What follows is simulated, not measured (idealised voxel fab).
Process module, titled voxel wiring stack
This is section cut - it's 195 nm across, gridded in 5 nm square cells.
Bands, listed from the top down, are how a cross-section gets written in this document; the cross-section itself is a grid of square cells, and a band is one or more rows of them. In this notation a band is specified by the heights of its top and bottom, in that order and in nm, after which its materials appear from left to right, each paired with its width in nm. The word "full width" attached to a single material means that material fills the band from edge to edge; the word "air" stands for empty space. Beneath 0, the wafer as received is one material, and that level is where height counting begins. The lowest band goes on downward without a bottom; it is written like "from 0 down". So if you see something like "30 to 40" for the width, read it as the top row of the band sitting at the first number and the bottom row at the second, with every row in between moving by the same amount as the last. Step marked "no alterations made"? Then no cell in the cross-section changed in it. Basically, "Closed void catalog" tells you about the enclosed voids: empty spaces with no open way to the top, 8 cells or bigger, each written width x height at distance, where distance is from the left edge, all in nm. Heads up: the bit after the settings on a step's line is the simulator's remark on that step. When a step includes a mask, the "overlay nm" setting on its line states how far to the right of its planned place that mask lay, and negative values state how far to the left.
PLAN
step 1: RECEIVE | material Si
step 2: CONFORMAL_DEP | material SiO2 | thk nm 10
step 3: DIRECTIONAL_DEP | material TiN | thk nm 5
step 4: DIRECTIONAL_DEP | material W | thk nm 20
step 5: DIRECTIONAL_DEP | material aC | thk nm 10
step 6: PATTERN | tone cover | mask id METAL_1 | material resist | width nm 25 | pitch nm 50 | thk nm 25 | overlay nm 0
step 7: DIRECTIONAL_ETCH | etch materials aC | depth nm 10
step 8: STRIP | etch materials resist
step 9: DIRECTIONAL_ETCH | etch materials W | depth nm 20
step 10: DIRECTIONAL_ETCH | etch materials TiN | depth nm 5
step 11: STRIP | etch materials aC
step 12: FILL_DEP | material lowk | thk nm 5
step 13: CMP | height nm 35
step 14: CONFORMAL_DEP | material SiCN | thk nm 5
step 15: DIRECTIONAL_DEP | material lowk | thk nm 10
step 16: MASKED_ETCH | tone open | mask id PLUG_1 | width nm 15 | etch materials lowk | depth nm 10 | overlay nm 0
step 17: MASKED_ETCH | tone open | mask id PLUG_1 | width nm 15 | etch materials SiCN | depth nm 5 | overlay nm 0
step 18: CONFORMAL_DEP | material TiN | thk nm 5
step 19: FILL_DEP | material W | thk nm 5
step 20: CMP | height nm 50
step 21: DIRECTIONAL_DEP | material TiN | thk nm 5
step 22: DIRECTIONAL_DEP | material W | thk nm 20
step 23: PATTERN | tone cover | mask id METAL_2 | material resist | width nm 25 | pitch nm 50 | thk nm 15 | overlay nm 0
step 24: DIRECTIONAL_ETCH | etch materials W | depth nm 20
step 25: DIRECTIONAL_ETCH | etch materials TiN | depth nm 5
step 26: STRIP | etch materials resist
step 27: CONFORMAL_DEP | material SiCN | thk nm 5
step 28: FILL_DEP | material lowk | thk nm 10
step 29: CMP | height nm 75
step 30: CONFORMAL_DEP | material SiN | thk nm 5
FIRST OF TWO WAFERS, WITH THE RUN CARRIED OUT AS PLANNED
THIS IS THE CROSS-SECTION OF THE WAFER AS WE RECEIVED IT, I.E. AFTER STEP 1
from 0 down = Si full width
Closed void catalog: none
AFTER STEP 2
from 10 to 0 = SiO2 full width
Anything lower than 0 is untouched.
AFTER STEP 3
from 15 to 10 = TiN full width
Anything lower than 10 is untouched.
AFTER STEP 4
from 35 to 15 = W full width
Anything lower than 15 is untouched.
AFTER STEP 5
from 45 to 35 = aC full width
Anything lower than 35 is untouched.
AFTER STEP 6
from 70 to 45 = 60 of air / 25 of resist / 25 of air / 25 of resist / 60 of air
Anything lower than 45 is untouched.
AFTER STEP 7
from 60 to 45 = 60 of air / 25 of resist / 25 of air / 25 of resist / 60 of air
from 45 to 35 = 60 of air / 25 of aC / 25 of air / 25 of aC / 60 of air
Anything lower than 35 is untouched.
AFTER STEP 8
from 45 to 35 = 60 of air / 25 of aC / 25 of air / 25 of aC / 60 of air
Anything lower than 35 is untouched.
AFTER STEP 9
from 45 to 35 = 60 of air / 25 of aC / 25 of air / 25 of aC / 60 of air
from 35 to 15 = 60 of air / 25 of W / 25 of air / 25 of W / 60 of air
Anything lower than 15 is untouched.
AFTER STEP 10
from 45 to 35 = 60 of air / 25 of aC / 25 of air / 25 of aC / 60 of air
from 35 to 15 = 60 of air / 25 of W / 25 of air / 25 of W / 60 of air
from 15 to 10 = 60 of air / 25 of TiN / 25 of air / 25 of TiN / 60 of air
Anything lower than 10 is untouched.
AFTER STEP 11
from 35 to 15 = 60 of air / 25 of W / 25 of air / 25 of W / 60 of air
Anything lower than 15 is untouched.
AFTER STEP 12
from 40 to 35 = lowk full width
from 35 to 15 = 60 of lowk / 25 of W / 25 of lowk / 25 of W / 60 of lowk
from 15 to 10 = 60 of lowk / 25 of TiN / 25 of lowk / 25 of TiN / 60 of lowk
Anything lower than 10 is untouched.
AFTER STEP 13
from 35 to 15 = 60 of lowk / 25 of W / 25 of lowk / 25 of W / 60 of lowk
Anything lower than 15 is untouched.
AFTER STEP 14
from 40 to 35 = SiCN full width
Anything lower than 35 is untouched.
AFTER STEP 15
from 50 to 40 = lowk full width
Anything lower than 40 is untouched.
AFTER STEP 16
from 50 to 40 = 60 of lowk / 15 of air / 120 of lowk
Anything lower than 40 is untouched.
AFTER STEP 17
from 50 to 40 = 60 of lowk / 15 of air / 120 of lowk
from 40 to 35 = 60 of SiCN / 15 of air / 120 of SiCN
Anything lower than 35 is untouched.
AFTER STEP 18
from 55 to 50 = 65 of TiN / 5 of air / 125 of TiN
from 50 to 40 = 60 of lowk / 5 of TiN / 5 of air / 5 of TiN / 120 of lowk
from 40 to 35 = 60 of SiCN / 15 of TiN / 120 of SiCN
Anything lower than 35 is untouched.
AFTER STEP 19
from 60 to 55 = W full width
from 55 to 50 = 65 of TiN / 5 of W / 125 of TiN
from 50 to 40 = 60 of lowk / 5 of TiN / 5 of W / 5 of TiN / 120 of lowk
Anything lower than 40 is untouched.
AFTER STEP 20
from 50 to 40 = 60 of lowk / 5 of TiN / 5 of W / 5 of TiN / 120 of lowk
Anything lower than 40 is untouched.
AFTER STEP 21
from 55 to 50 = TiN full width
Anything lower than 50 is untouched.
AFTER STEP 22
from 75 to 55 = W full width
Anything lower than 55 is untouched.
AFTER STEP 23
from 90 to 75 = 60 of air / 25 of resist / 25 of air / 25 of resist / 60 of air
Anything lower than 75 is untouched.
AFTER STEP 24
from 90 to 75 = 60 of air / 25 of resist / 25 of air / 25 of resist / 60 of air
from 75 to 55 = 60 of air / 25 of W / 25 of air / 25 of W / 60 of air
Anything lower than 55 is untouched.
AFTER STEP 25
from 90 to 75 = 60 of air / 25 of resist / 25 of air / 25 of resist / 60 of air
from 75 to 55 = 60 of air / 25 of W / 25 of air / 25 of W / 60 of air
from 55 to 50 = 60 of air / 25 of TiN / 25 of air / 25 of TiN / 60 of air
Anything lower than 50 is untouched.
AFTER STEP 26
from 75 to 55 = 60 of air / 25 of W / 25 of air / 25 of W / 60 of air
Anything lower than 55 is untouched.
AFTER STEP 27
from 80 to 75 = 55 of air / 35 of SiCN / 15 of air / 35 of SiCN / 55 of air
from 75 to 55 = 55 of air / 5 of SiCN / 25 of W / 5 of SiCN / 15 of air / 5 of SiCN / 25 of W / 5 of SiCN / 55 of air
from 55 to 50 = 60 of SiCN / 25 of TiN / 25 of SiCN / 25 of TiN / 60 of SiCN
Anything lower than 50 is untouched.
AFTER STEP 28
from 90 to 80 = lowk full width
from 80 to 75 = 55 of lowk / 35 of SiCN / 15 of lowk / 35 of SiCN / 55 of lowk
from 75 to 55 = 55 of lowk / 5 of SiCN / 25 of W / 5 of SiCN / 15 of lowk / 5 of SiCN / 25 of W / 5 of SiCN / 55 of lowk
Anything lower than 55 is untouched.
AFTER STEP 29
from 75 to 55 = 55 of lowk / 5 of SiCN / 25 of W / 5 of SiCN / 15 of lowk / 5 of SiCN / 25 of W / 5 of SiCN / 55 of lowk
Anything lower than 55 is untouched.
AFTER STEP 30
from 80 to 75 = SiN full width
Anything lower than 75 is untouched.
THE REMAINING WAFER, SECOND OF THE TWO, STARTED LIKE THE FIRST AND WAS RUN TO THE SAME PLAN, EXCEPT THAT ONE MISTAKE WAS MADE ALONG THE WAY; THE TWO COINCIDE THROUGH STEP 5, INCLUSIVE
CROSS-SECTION, SECOND WAFER, AT THE END TIME THE PLAN GIVES FOR STEP 6
from 70 to 45 = 60 of resist / 25 of air / 25 of resist / 25 of air / 60 of resist
Anything lower than 45 is untouched.
CROSS-SECTION, SECOND WAFER, AT THE END TIME THE PLAN GIVES FOR STEP 7
from 60 to 45 = 60 of resist / 25 of air / 25 of resist / 25 of air / 60 of resist
from 45 to 35 = 60 of aC / 25 of air / 25 of aC / 25 of air / 60 of aC
Anything lower than 35 is untouched.
CROSS-SECTION, SECOND WAFER, AT THE END TIME THE PLAN GIVES FOR STEP 8
from 45 to 35 = 60 of aC / 25 of air / 25 of aC / 25 of air / 60 of aC
Anything lower than 35 is untouched.
CROSS-SECTION, SECOND WAFER, AT THE END TIME THE PLAN GIVES FOR STEP 9
from 45 to 35 = 60 of aC / 25 of air / 25 of aC / 25 of air / 60 of aC
from 35 to 15 = 60 of W / 25 of air / 25 of W / 25 of air / 60 of W
Anything lower than 15 is untouched.
CROSS-SECTION, SECOND WAFER, AT THE END TIME THE PLAN GIVES FOR STEP 10
from 45 to 35 = 60 of aC / 25 of air / 25 of aC / 25 of air / 60 of aC
from 35 to 15 = 60 of W / 25 of air / 25 of W / 25 of air / 60 of W
from 15 to 10 = 60 of TiN / 25 of air / 25 of TiN / 25 of air / 60 of TiN
Anything lower than 10 is untouched.
CROSS-SECTION, SECOND WAFER, AT THE END TIME THE PLAN GIVES FOR STEP 11
from 35 to 15 = 60 of W / 25 of air / 25 of W / 25 of air / 60 of W
Anything lower than 15 is untouched.
CROSS-SECTION, SECOND WAFER, AT THE END TIME THE PLAN GIVES FOR STEP 12
from 40 to 35 = lowk full width
from 35 to 15 = 60 of W / 25 of lowk / 25 of W / 25 of lowk / 60 of W
from 15 to 10 = 60 of TiN / 25 of lowk / 25 of TiN / 25 of lowk / 60 of TiN
Anything lower than 10 is untouched.
CROSS-SECTION, SECOND WAFER, AT THE END TIME THE PLAN GIVES FOR STEP 13
from 35 to 15 = 60 of W / 25 of lowk / 25 of W / 25 of lowk / 60 of W
Anything lower than 15 is untouched.
CROSS-SECTION, SECOND WAFER, AT THE END TIME THE PLAN GIVES FOR STEP 14
from 40 to 35 = SiCN full width
Anything lower than 35 is untouched.
CROSS-SECTION, SECOND WAFER, AT THE END TIME THE PLAN GIVES FOR STEP 15
from 50 to 40 = lowk full width
Anything lower than 40 is untouched.
CROSS-SECTION, SECOND WAFER, AT THE END TIME THE PLAN GIVES FOR STEP 16
from 50 to 40 = 60 of lowk / 15 of air / 120 of lowk
Anything lower than 40 is untouched.
CROSS-SECTION, SECOND WAFER, AT THE END TIME THE PLAN GIVES FOR STEP 17
from 50 to 40 = 60 of lowk / 15 of air / 120 of lowk
from 40 to 35 = 60 of SiCN / 15 of air / 120 of SiCN
Anything lower than 35 is untouched.
CROSS-SECTION, SECOND WAFER, AT THE END TIME THE PLAN GIVES FOR STEP 18
from 55 to 50 = 65 of TiN / 5 of air / 125 of TiN
from 50 to 40 = 60 of lowk / 5 of TiN / 5 of air / 5 of TiN / 120 of lowk
from 40 to 35 = 60 of SiCN / 15 of TiN / 120 of SiCN
Anything lower than 35 is untouched.
CROSS-SECTION, SECOND WAFER, AT THE END TIME THE PLAN GIVES FOR STEP 19
from 60 to 55 = W full width
from 55 to 50 = 65 of TiN / 5 of W / 125 of TiN
from 50 to 40 = 60 of lowk / 5 of TiN / 5 of W / 5 of TiN / 120 of lowk
Anything lower than 40 is untouched.
CROSS-SECTION, SECOND WAFER, AT THE END TIME THE PLAN GIVES FOR STEP 20
from 50 to 40 = 60 of lowk / 5 of TiN / 5 of W / 5 of TiN / 120 of lowk
Anything lower than 40 is untouched.
CROSS-SECTION, SECOND WAFER, AT THE END TIME THE PLAN GIVES FOR STEP 21
from 55 to 50 = TiN full width
Anything lower than 50 is untouched.
CROSS-SECTION, SECOND WAFER, AT THE END TIME THE PLAN GIVES FOR STEP 22
from 75 to 55 = W full width
Anything lower than 55 is untouched.
CROSS-SECTION, SECOND WAFER, AT THE END TIME THE PLAN GIVES FOR STEP 23
from 90 to 75 = 60 of air / 25 of resist / 25 of air / 25 of resist / 60 of air
Anything lower than 75 is untouched.
CROSS-SECTION, SECOND WAFER, AT THE END TIME THE PLAN GIVES FOR STEP 24
from 90 to 75 = 60 of air / 25 of resist / 25 of air / 25 of resist / 60 of air
from 75 to 55 = 60 of air / 25 of W / 25 of air / 25 of W / 60 of air
Anything lower than 55 is untouched.
CROSS-SECTION, SECOND WAFER, AT THE END TIME THE PLAN GIVES FOR STEP 25
from 90 to 75 = 60 of air / 25 of resist / 25 of air / 25 of resist / 60 of air
from 75 to 55 = 60 of air / 25 of W / 25 of air / 25 of W / 60 of air
from 55 to 50 = 60 of air / 25 of TiN / 25 of air / 25 of TiN / 60 of air
Anything lower than 50 is untouched.
CROSS-SECTION, SECOND WAFER, AT THE END TIME THE PLAN GIVES FOR STEP 26
from 75 to 55 = 60 of air / 25 of W / 25 of air / 25 of W / 60 of air
Anything lower than 55 is untouched.
CROSS-SECTION, SECOND WAFER, AT THE END TIME THE PLAN GIVES FOR STEP 27
from 80 to 75 = 55 of air / 35 of SiCN / 15 of air / 35 of SiCN / 55 of air
from 75 to 55 = 55 of air / 5 of SiCN / 25 of W / 5 of SiCN / 15 of air / 5 of SiCN / 25 of W / 5 of SiCN / 55 of air
from 55 to 50 = 60 of SiCN / 25 of TiN / 25 of SiCN / 25 of TiN / 60 of SiCN
Anything lower than 50 is untouched.
CROSS-SECTION, SECOND WAFER, AT THE END TIME THE PLAN GIVES FOR STEP 28
from 90 to 80 = lowk full width
from 80 to 75 = 55 of lowk / 35 of SiCN / 15 of lowk / 35 of SiCN / 55 of lowk
from 75 to 55 = 55 of lowk / 5 of SiCN / 25 of W / 5 of SiCN / 15 of lowk / 5 of SiCN / 25 of W / 5 of SiCN / 55 of lowk
Anything lower than 55 is untouched.
CROSS-SECTION, SECOND WAFER, AT THE END TIME THE PLAN GIVES FOR STEP 29
from 75 to 55 = 55 of lowk / 5 of SiCN / 25 of W / 5 of SiCN / 15 of lowk / 5 of SiCN / 25 of W / 5 of SiCN / 55 of lowk
Anything lower than 55 is untouched.
CROSS-SECTION, SECOND WAFER, AT THE END TIME THE PLAN GIVES FOR STEP 30
from 80 to 75 = SiN full width
Anything lower than 75 is untouched.
So what did we get wrong on this run? step 6 off recipe, ran as PATTERN | tone open | mask id METAL_1 | material resist | width nm 25 | pitch nm 50 | thk nm 25 | overlay nm 0
Heads up, by the end the second wafer has more or fewer cells of some materials compared to the first: +19 TiN; +76 W; -95 lowk
